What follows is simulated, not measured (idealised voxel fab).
The document below concerns the process module designated voxel capacitor over wiring.
For reference, the cross-section in this document is cut, with width 165 nm and square cells of 5 nm.
We lay out every cross-section as a grid of square cells and spell it out in bands from the top down, where one band means one or more rows of cells. Band: top and bottom heights (nm) first, top before bottom; then materials from left to right, widths in nm. "throughout" marks a sole material filling the band edge to edge. "blank" denotes empty space. Height datum 0, below which the as-received substrate wafer is one material. Lowest band open at the bottom, running downward: "0..down". Read "30->40" as a graded width: first number on top, second number at the bottom, same change between each pair of neighbouring rows. Basically "no alteration" means that step didn't change any cell in the cross-section. What "Tabulated closed voids" gives you is every empty space of 8 cells or more that is cut off from the top. Each appears as width x height at distance, with the distance taken from the left edge and width, height and distance all in nm. Where a step's line continues beyond its settings, the continuation is a remark by the simulator itself on that step. The optional step-line setting "overlay nm" applies to steps with a mask and quantifies how far to the right of its planned location the mask lay, a negative value indicating leftward placement.

Process steps - plan
1,RECEIVE,material Si
2,CONFORMAL_DEP,material SiO2,thk nm 15
3,CONFORMAL_DEP,material SiN,thk nm 5
4,DIRECTIONAL_DEP,material lowk,thk nm 20
5,PATTERN,tone open,mask id METAL_1,material resist,width nm 25,pitch nm 90,thk nm 15,overlay nm 0
6,DIRECTIONAL_ETCH,etch materials lowk,depth nm 20
7,DIRECTIONAL_ETCH,etch materials SiN,depth nm 5
8,STRIP,etch materials resist
9,CONFORMAL_DEP,material TiN,thk nm 5
10,FILL_DEP,material W,thk nm 10
11,CMP,height nm 40
12,CONFORMAL_DEP,material SiCN,thk nm 5
13,DIRECTIONAL_DEP,material SiO2,thk nm 15
14,MASKED_ETCH,tone open,mask id PLUG_1,width nm 15,etch materials SiO2,depth nm 15,overlay nm 0
15,MASKED_ETCH,tone open,mask id PLUG_1,width nm 15,etch materials SiCN,depth nm 5,overlay nm 0
16,EPI,material Ru,thk nm 10
17,EPI,material Ru,thk nm 10
18,DIRECTIONAL_DEP,material TiN,thk nm 10
19,DIRECTIONAL_DEP,material SiN,thk nm 5
20,DIRECTIONAL_DEP,material TiN,thk nm 10
21,PATTERN,tone cover,mask id UPPER_PLATE,material resist,width nm 70,thk nm 20,overlay nm 0
22,DIRECTIONAL_ETCH,etch materials TiN,depth nm 10
23,DIRECTIONAL_ETCH,etch materials SiN,depth nm 5
24,STRIP,etch materials resist
25,MASKED_ETCH,tone cover,mask id LOWER_PLATE,width nm 80,etch materials TiN,depth nm 10,overlay nm 0
26,FILL_DEP,material SiO2,thk nm 20
27,CMP,height nm 100
28,DIRECTIONAL_DEP,material aC,thk nm 15
29,PATTERN,tone open,mask id PLUG_2,material resist,width nm 15,thk nm 35,overlay nm 0
30,DIRECTIONAL_ETCH,etch materials aC,depth nm 15
31,STRIP,etch materials resist
32,DIRECTIONAL_ETCH,etch materials SiO2,depth nm 15
33,STRIP,etch materials aC
34,CONFORMAL_DEP,material TiN,thk nm 5
35,FILL_DEP,material Ru,thk nm 10
36,CMP,height nm 100
37,CONFORMAL_DEP,material SiCN,thk nm 5

Run as planned: first of two wafers

As received, after step 1
	0..down  Si throughout
	Tabulated closed voids: none

Step 2 complete: cross-section through the wafer
	15..0  SiO2 throughout
	Note: structure below 0 unchanged.

Step 3 complete: cross-section through the wafer
	20..15  SiN throughout
	Note: structure below 15 unchanged.

Step 4 complete: cross-section through the wafer
	40..20  lowk throughout
	Note: structure below 20 unchanged.

Step 5 complete: cross-section through the wafer
	55..40  resist (25); blank (25); resist (65); blank (25); resist (25)
	Note: structure below 40 unchanged.

Step 6 complete: cross-section through the wafer
	55..40  resist (25); blank (25); resist (65); blank (25); resist (25)
	40..20  lowk (25); blank (25); lowk (65); blank (25); lowk (25)
	Note: structure below 20 unchanged.

Step 7 complete: cross-section through the wafer
	55..40  resist (25); blank (25); resist (65); blank (25); resist (25)
	40..20  lowk (25); blank (25); lowk (65); blank (25); lowk (25)
	20..15  SiN (25); blank (25); SiN (65); blank (25); SiN (25)
	Note: structure below 15 unchanged.

Step 8 complete: cross-section through the wafer
	40..20  lowk (25); blank (25); lowk (65); blank (25); lowk (25)
	Note: structure below 20 unchanged.

Step 9 complete: cross-section through the wafer
	45..40  TiN (30); blank (15); TiN (75); blank (15); TiN (30)
	40..20  lowk (25); TiN (5); blank (15); TiN (5); lowk (65); TiN (5); blank (15); TiN (5); lowk (25)
	20..15  SiN (25); TiN (25); SiN (65); TiN (25); SiN (25)
	Note: structure below 15 unchanged.

Step 10 complete: cross-section through the wafer
	55..45  W throughout
	45..40  TiN (30); W (15); TiN (75); W (15); TiN (30)
	40..20  lowk (25); TiN (5); W (15); TiN (5); lowk (65); TiN (5); W (15); TiN (5); lowk (25)
	Note: structure below 20 unchanged.

Step 11 complete: cross-section through the wafer
	40..20  lowk (25); TiN (5); W (15); TiN (5); lowk (65); TiN (5); W (15); TiN (5); lowk (25)
	Note: structure below 20 unchanged.

Step 12 complete: cross-section through the wafer
	45..40  SiCN throughout
	Note: structure below 40 unchanged.

Step 13 complete: cross-section through the wafer
	60..45  SiO2 throughout
	Note: structure below 45 unchanged.

Step 14 complete: cross-section through the wafer
	60..45  SiO2 (35); blank (15); SiO2 (115)
	Note: structure below 45 unchanged.

Step 15 complete: cross-section through the wafer
	60..45  SiO2 (35); blank (15); SiO2 (115)
	45..40  SiCN (35); blank (15); SiCN (115)
	Note: structure below 40 unchanged.

Step 16 complete: cross-section through the wafer
	60..50  SiO2 (35); blank (15); SiO2 (115)
	50..45  SiO2 (35); Ru (15); SiO2 (115)
	45..40  SiCN (35); Ru (15); SiCN (115)
	Note: structure below 40 unchanged.

Step 17 complete: cross-section through the wafer
	60..45  SiO2 (35); Ru (15); SiO2 (115)
	Note: structure below 45 unchanged.

Step 18 complete: cross-section through the wafer
	70..60  TiN throughout
	Note: structure below 60 unchanged.

Step 19 complete: cross-section through the wafer
	75..70  SiN throughout
	Note: structure below 70 unchanged.

Step 20 complete: cross-section through the wafer
	85..75  TiN throughout
	Note: structure below 75 unchanged.

Step 21 complete: cross-section through the wafer
	105..85  blank (35); resist (70); blank (60)
	Note: structure below 85 unchanged.

Step 22 complete: cross-section through the wafer
	105..85  blank (35); resist (70); blank (60)
	85..75  blank (35); TiN (70); blank (60)
	Note: structure below 75 unchanged.

Step 23 complete: cross-section through the wafer
	105..85  blank (35); resist (70); blank (60)
	85..75  blank (35); TiN (70); blank (60)
	75..70  blank (35); SiN (70); blank (60)
	Note: structure below 70 unchanged.

Step 24 complete: cross-section through the wafer
	85..75  blank (35); TiN (70); blank (60)
	Note: structure below 75 unchanged.

Step 25 complete: cross-section through the wafer
	85..75  blank (35); TiN (70); blank (60)
	75..70  blank (35); SiN (70); blank (60)
	70..60  blank (30); TiN (80); blank (55)
	Note: structure below 60 unchanged.

Step 26 complete: cross-section through the wafer
	105..85  SiO2 throughout
	85..75  SiO2 (35); TiN (70); SiO2 (60)
	75..70  SiO2 (35); SiN (70); SiO2 (60)
	70..60  SiO2 (30); TiN (80); SiO2 (55)
	Note: structure below 60 unchanged.

Step 27 complete: cross-section through the wafer
	100..85  SiO2 throughout
	Note: structure below 85 unchanged.

Step 28 complete: cross-section through the wafer
	115..100  aC throughout
	Note: structure below 100 unchanged.

Step 29 complete: cross-section through the wafer
	150..115  resist (45); blank (15); resist (105)
	Note: structure below 115 unchanged.

Step 30 complete: cross-section through the wafer
	135..115  resist (45); blank (15); resist (105)
	115..100  aC (45); blank (15); aC (105)
	Note: structure below 100 unchanged.

Step 31 complete: cross-section through the wafer
	115..100  aC (45); blank (15); aC (105)
	Note: structure below 100 unchanged.

Step 32 complete: cross-section through the wafer
	115..100  aC (45); blank (15); aC (105)
	100..85  SiO2 (45); blank (15); SiO2 (105)
	Note: structure below 85 unchanged.

Step 33 complete: cross-section through the wafer
	100..85  SiO2 (45); blank (15); SiO2 (105)
	Note: structure below 85 unchanged.

Step 34 complete: cross-section through the wafer
	105..100  TiN (50); blank (5); TiN (110)
	100..90  SiO2 (45); TiN (5); blank (5); TiN (5); SiO2 (105)
	90..85  SiO2 (45); TiN (15); SiO2 (105)
	Note: structure below 85 unchanged.

Step 35 complete: cross-section through the wafer
	115..105  Ru throughout
	105..100  TiN (50); Ru (5); TiN (110)
	100..90  SiO2 (45); TiN (5); Ru (5); TiN (5); SiO2 (105)
	Note: structure below 90 unchanged.

Step 36 complete: cross-section through the wafer
	100..90  SiO2 (45); TiN (5); Ru (5); TiN (5); SiO2 (105)
	Note: structure below 90 unchanged.

Step 37 complete: cross-section through the wafer
	105..100  SiCN throughout
	Note: structure below 100 unchanged.

It is to be noted that the second wafer proceeded from the same initial state and according to the same plan as the first, although one mistake was committed in its execution; through step 34, inclusive, the two wafers share an identical history

Cross-sectional view of the second wafer at the intended end time of process step 35
	115..105  SiCN throughout
	105..100  TiN (50); SiCN (5); TiN (110)
	100..90  SiO2 (45); TiN (5); SiCN (5); TiN (5); SiO2 (105)
	Note: structure below 90 unchanged.

Cross-sectional view of the second wafer at the intended end time of process step 36
	100..90  SiO2 (45); TiN (5); SiCN (5); TiN (5); SiO2 (105)
	Note: structure below 90 unchanged.

Cross-sectional view of the second wafer at the intended end time of process step 37
	105..100  SiCN throughout
	Note: structure below 100 unchanged.
What went wrong in running the wafer? step 35 did not happen as planned, as run it was FILL_DEP,material SiCN,thk nm 10
The second wafer ends with more or fewer cells of some materials than the first, per final count: Ru: 2 fewer; SiCN: 2 more
